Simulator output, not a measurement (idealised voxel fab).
Documented hereafter: the process module known as voxel fin reveal.
Displayed cross-section: cut, width of 275 nm, square cells sized 5 nm.
Cross-section = grid of square cells, listed top down in bands; band = one or more rows. Quick guide to a band line: top height, bottom height (nm) up front; then every material left to right with its width in nm. Only one material and it's marked "all across"? Then it fills the band edge to edge. And "air" just means empty space. Ref level 0: as-received wafer is one material below here. Bottom band extends down with no lower bound ("0 -> down"). Graded width ("30->40"): value in top row of band = first number; value in bottom row = second number; row-to-row change constant. The cross-section has no changed cell in any step marked "remained unchanged". "Unvented internal voids" lists enclosed empty spaces (at least 8 cells, no open path upward to the top), each as width x height at distance from the left edge, in nm. On each step's line, the part that comes after the settings is the simulator's own comment on the step. "overlay nm" on a masked step: distance the mask lay right of its planned place, negative for left.

### Process steps foreseen in the plan
1,RECEIVE with material Si
2,CONFORMAL_DEP with material SiN, thk nm 5
3,DIRECTIONAL_DEP with material aC, thk nm 10
4,PATTERN with tone cover, mask id FINS, material resist, width nm 15, pitch nm 35, thk nm 25, overlay nm 0
5,DIRECTIONAL_ETCH with etch materials aC, depth nm 10
6,STRIP with etch materials resist
7,DIRECTIONAL_ETCH with etch materials SiN, depth nm 5
8,DIRECTIONAL_ETCH with etch materials Si, depth nm 35
9,STRIP with etch materials aC
10,FILL_DEP with material SiO2, thk nm 5
11,CMP with height nm 5
12,SELECTIVE_ETCH with etch materials SiO2, depth nm 15
13,STRIP with etch materials SiN
14,CONFORMAL_DEP with material SiO2, thk nm 5

### The cross-section here shows the wafer as received, i.e. in its state after step 1
  0 -> down  Si all across
  Unvented internal voids: none

### First wafer of two, sectioned at end of module; run went per plan
  5 -> 0  air 90 nm, SiO2 25 nm, air 10 nm, SiO2 25 nm, air 10 nm, SiO2 25 nm, air 90 nm
  0 -> -5  air 90 nm, SiO2 5 nm, Si 15 nm, SiO2 5 nm, air 10 nm, SiO2 5 nm, Si 15 nm, SiO2 5 nm, air 10 nm, SiO2 5 nm, Si 15 nm, SiO2 5 nm, air 90 nm
  -5 -> -35  SiO2 95 nm, Si 15 nm, SiO2 20 nm, Si 15 nm, SiO2 20 nm, Si 15 nm, SiO2 95 nm
  -35 -> down  Si all across
  Unvented internal voids: none

### second wafer at the end: like start, like plan, one mistake
  0 -> -10  air 95 nm, Si 15 nm, air 20 nm, Si 15 nm, air 20 nm, Si 15 nm, air 95 nm
  -10 -> -35  SiO2 95 nm, Si 15 nm, SiO2 20 nm, Si 15 nm, SiO2 20 nm, Si 15 nm, SiO2 95 nm
  -35 -> down  Si all across
  Unvented internal voids: none
Here's what went sideways: plan step 14 skipped
Final cells, second wafer relative to first, materials higher or lower: 67 fewer of SiO2
